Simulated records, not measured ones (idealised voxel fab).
The name of this process module is voxel transistor to metal.
cross-section cut | 155 nm wide | cells 5 nm
For the purposes of this document, a cross-section shall be understood as a grid of square cells, specified as bands listed in top-to-bottom order, each band consisting of one or more rows of cells. In this notation a band is specified by the heights of its top and bottom, in that order and in nm, after which its materials appear from left to right, each paired with its width in nm. The word "everywhere" attached to a single material means that material fills the band from edge to edge; the word "air" stands for empty space. For the purposes of this specification, 0 denotes the height below which the wafer in its as-received condition is composed wholly of one material, and the lowermost band, lacking a lower limit, extends downward without end, as expressed in "0 -> down". The expression "30->40" gives the width at the extremes of the band, the first number at its top row of cells and the second at its bottom row, with the width changing by equal amounts from each row to the next in between. Where the words "same as before" appear for a step, the cross-section shows no cell changed by that step; every cell remained as before. The entry "Enclosed void entries" lists the empty spaces that cover at least 8 cells and have no open path to the top. Each is written as width x height at distance, where the distance is measured from the left edge and all three values are in nm. What comes after the settings on a step's line is commentary from the simulator itself on that step. Steps that use a mask can have "overlay nm" on their line. It says how far the mask sat to the right of where it was meant to be. Negative means to the left.

STEPS PLANNED FOR THE PROCESS
1) RECEIVE with material Si
2) OXIDIZE with depth nm 5
3) CONFORMAL_DEP with material SiN, thk nm 10
4) MASKED_ETCH with tone cover, mask id ACTIVE, width nm 105, etch materials SiN, depth nm 10, overlay nm 0
5) MASKED_ETCH with tone cover, mask id ACTIVE, width nm 105, etch materials SiO2, depth nm 5, overlay nm -10
6) MASKED_ETCH with tone cover, mask id ACTIVE, width nm 105, etch materials Si, depth nm 25, overlay nm 0
7) OXIDIZE with depth nm 5
8) FILL_DEP with material SiO2, thk nm 5
9) CMP with height nm 10
10) SELECTIVE_ETCH with etch materials SiO2, depth nm 10
11) STRIP with etch materials SiN
12) SELECTIVE_ETCH with etch materials SiO2, depth nm 5
13) OXIDIZE with depth nm 5
14) DIRECTIONAL_DEP with material polySi, thk nm 30
15) DIRECTIONAL_DEP with material SiCN, thk nm 15
16) DIRECTIONAL_DEP with material aC, thk nm 15
17) PATTERN with tone cover, mask id GATE, material resist, width nm 25, thk nm 30, overlay nm 0
18) DIRECTIONAL_ETCH with etch materials aC, depth nm 15
19) STRIP with etch materials resist
20) DIRECTIONAL_ETCH with etch materials SiCN, depth nm 25
21) DIRECTIONAL_ETCH with etch materials polySi, depth nm 40
22) STRIP with etch materials aC
23) CONFORMAL_DEP with material SiO2, thk nm 5
24) DIRECTIONAL_ETCH with etch materials SiO2, depth nm 5
25) CONFORMAL_DEP with material SiN, thk nm 5
26) DIRECTIONAL_ETCH with etch materials SiN, depth nm 5
27) DIRECTIONAL_ETCH with etch materials SiO2, depth nm 5
28) EPI with material nSi, thk nm 5
29) FILL_DEP with material SiO2, thk nm 10
30) CMP with height nm 25
31) STRIP with etch materials polySi
32) SELECTIVE_ETCH with etch materials SiO2, depth nm 5
33) CONFORMAL_DEP with material HfO2, thk nm 5
34) CONFORMAL_DEP with material TiN, thk nm 5
35) FILL_DEP with material W, thk nm 5
36) CMP with height nm 20
37) DIRECTIONAL_DEP with material SiO2, thk nm 15
38) DIRECTIONAL_DEP with material aC, thk nm 15
39) PATTERN with tone open, mask id CONTACT, material resist, width nm 20, pitch nm 75, thk nm 35, overlay nm 0
40) DIRECTIONAL_ETCH with etch materials aC, depth nm 15
41) STRIP with etch materials resist
42) DIRECTIONAL_ETCH with etch materials SiO2, depth nm 40
43) STRIP with etch materials aC
44) CONFORMAL_DEP with material TiN, thk nm 5
45) FILL_DEP with material W, thk nm 5
46) CMP with height nm 35
47) CONFORMAL_DEP with material SiCN, thk nm 5
48) DIRECTIONAL_DEP with material lowk, thk nm 25
49) PATTERN with tone open, mask id METAL_1, material resist, width nm 20, pitch nm 75, thk nm 20, overlay nm 0
50) DIRECTIONAL_ETCH with etch materials lowk, depth nm 25
51) DIRECTIONAL_ETCH with etch materials SiCN, depth nm 5
52) STRIP with etch materials resist
53) CONFORMAL_DEP with material TiN, thk nm 5
54) FILL_DEP with material Ru, thk nm 5
55) CMP with height nm 65
56) EPI with material Ru, thk nm 5
57) FILL_DEP with material SiCN, thk nm 5
58) DIRECTIONAL_DEP with material SiO2, thk nm 30
59) PATTERN with tone open, mask id METAL_2_HOLES, material resist, width nm 15, pitch nm 75, thk nm 15, overlay nm 0
60) DIRECTIONAL_ETCH with etch materials SiO2, depth nm 30
61) STRIP with etch materials resist
62) DIRECTIONAL_DEP with material aC, thk nm 10
63) PATTERN with tone open, mask id METAL_2, material resist, width nm 20, pitch nm 75, thk nm 25, overlay nm 0
64) DIRECTIONAL_ETCH with etch materials aC, depth nm 10
65) STRIP with etch materials resist
66) DIRECTIONAL_ETCH with etch materials SiO2, depth nm 15
67) DIRECTIONAL_ETCH with etch materials SiCN, depth nm 5
68) STRIP with etch materials aC
69) CONFORMAL_DEP with material TiN, thk nm 5
70) FILL_DEP with material Cu, thk nm 10
71) CMP with height nm 105
72) CONFORMAL_DEP with material SiCN, thk nm 5
The plan shows the overlay nm of step 5 as the first wafer had it; this setting differs between the wafers, which start out alike.

FIRST OF SEVERAL WAFERS (AS RECEIVED, POST STEP 1), CROSS-SECTIONAL VIEW
  0 -> down = Si everywhere
  Enclosed void entries: none

FIRST WAFER OF SEVERAL, CROSS-SECTION, MODULE END, AFTER STEP 72 (LAST)
  110 -> 105 = SiCN everywhere
  105 -> 95 = 30 SiO2  5 TiN  10 Cu  5 TiN  55 SiO2  5 TiN  10 Cu  5 TiN  30 SiO2
  95 -> 90 = 30 SiO2  5 TiN  5 Cu  10 TiN  55 SiO2  5 TiN  5 Cu  10 TiN  30 SiO2
  90 -> 75 = 30 SiO2  5 TiN  5 Cu  5 TiN  60 SiO2  5 TiN  5 Cu  5 TiN  35 SiO2
  75 -> 70 = 30 SiCN  15 TiN  60 SiCN  15 TiN  35 SiCN
  70 -> 65 = 25 SiCN  30 Ru  45 SiCN  30 Ru  25 SiCN
  65 -> 40 = 30 lowk  5 TiN  10 Ru  5 TiN  55 lowk  5 TiN  10 Ru  5 TiN  30 lowk
  40 -> 35 = 30 SiCN  20 TiN  55 SiCN  20 TiN  30 SiCN
  35 -> 20 = 30 SiO2  5 TiN  10 W  5 TiN  55 SiO2  5 TiN  10 W  5 TiN  30 SiO2
  20 -> 0 = 30 SiO2  5 TiN  10 W  5 TiN  5 SiO2  5 SiN  5 HfO2  5 TiN  15 W  5 TiN  5 HfO2  5 SiN  5 SiO2  5 TiN  10 W  5 TiN  30 SiO2
  0 -> -5 = 30 SiO2  20 TiN  5 SiO2  5 SiN  5 HfO2  25 TiN  5 HfO2  5 SiN  5 SiO2  20 TiN  30 SiO2
  -5 -> -10 = 15 SiO2  40 nSi  5 SiO2  35 HfO2  5 SiO2  30 nSi  25 SiO2
  -10 -> -35 = 20 SiO2  105 Si  30 SiO2
  -35 -> down = Si everywhere
  Enclosed void entries: none

THE FINAL WAFER, SECTIONED AT MODULE END
  110 -> 105 = SiCN everywhere
  105 -> 95 = 30 SiO2  5 TiN  10 Cu  5 TiN  55 SiO2  5 TiN  10 Cu  5 TiN  30 SiO2
  95 -> 90 = 30 SiO2  5 TiN  5 Cu  10 TiN  55 SiO2  5 TiN  5 Cu  10 TiN  30 SiO2
  90 -> 75 = 30 SiO2  5 TiN  5 Cu  5 TiN  60 SiO2  5 TiN  5 Cu  5 TiN  35 SiO2
  75 -> 70 = 30 SiCN  15 TiN  60 SiCN  15 TiN  35 SiCN
  70 -> 65 = 25 SiCN  30 Ru  45 SiCN  30 Ru  25 SiCN
  65 -> 40 = 30 lowk  5 TiN  10 Ru  5 TiN  55 lowk  5 TiN  10 Ru  5 TiN  30 lowk
  40 -> 35 = 30 SiCN  20 TiN  55 SiCN  20 TiN  30 SiCN
  35 -> 20 = 30 SiO2  5 TiN  10 W  5 TiN  55 SiO2  5 TiN  10 W  5 TiN  30 SiO2
  20 -> 0 = 30 SiO2  5 TiN  10 W  5 TiN  5 SiO2  5 SiN  5 HfO2  5 TiN  15 W  5 TiN  5 HfO2  5 SiN  5 SiO2  5 TiN  10 W  5 TiN  30 SiO2
  0 -> -5 = 30 SiO2  20 TiN  5 SiO2  5 SiN  5 HfO2  25 TiN  5 HfO2  5 SiN  5 SiO2  20 TiN  30 SiO2
  -5 -> -10 = 25 SiO2  30 nSi  5 SiO2  35 HfO2  5 SiO2  40 nSi  15 SiO2
  -10 -> -35 = 30 SiO2  105 Si  20 SiO2
  -35 -> down = Si everywhere
  Enclosed void entries: none

TABULATED BELOW, WAFER BY WAFER, ARE THE END-OF-MODULE RESULTS: FOR EACH MATERIAL, THE NUMBER OF CELLS GAINED (+) OR LOST (-) RELATIVE TO THE AS-RECEIVED STATE, FOLLOWED BY THE CLOSED VOIDS
overlay nm -10 | +16 Cu | +17 HfO2 | +32 Ru | -112 Si | +98 SiCN | +10 SiN | +343 SiO2 | +109 TiN | +40 W | +115 lowk | +14 nSi | Enclosed void entries: none
overlay nm -5 | +16 Cu | +17 HfO2 | +32 Ru | -117 Si | +98 SiCN | +10 SiN | +349 SiO2 | +109 TiN | +40 W | +115 lowk | +13 nSi | Enclosed void entries: none
overlay nm 0 | +16 Cu | +17 HfO2 | +32 Ru | -122 Si | +98 SiCN | +10 SiN | +355 SiO2 | +109 TiN | +40 W | +115 lowk | +12 nSi | Enclosed void entries: none
overlay nm 5 | +16 Cu | +17 HfO2 | +32 Ru | -117 Si | +98 SiCN | +10 SiN | +349 SiO2 | +109 TiN | +40 W | +115 lowk | +13 nSi | Enclosed void entries: none
overlay nm 10 | +16 Cu | +17 HfO2 | +32 Ru | -112 Si | +98 SiCN | +10 SiN | +343 SiO2 | +109 TiN | +40 W | +115 lowk | +14 nSi | Enclosed void entries: none
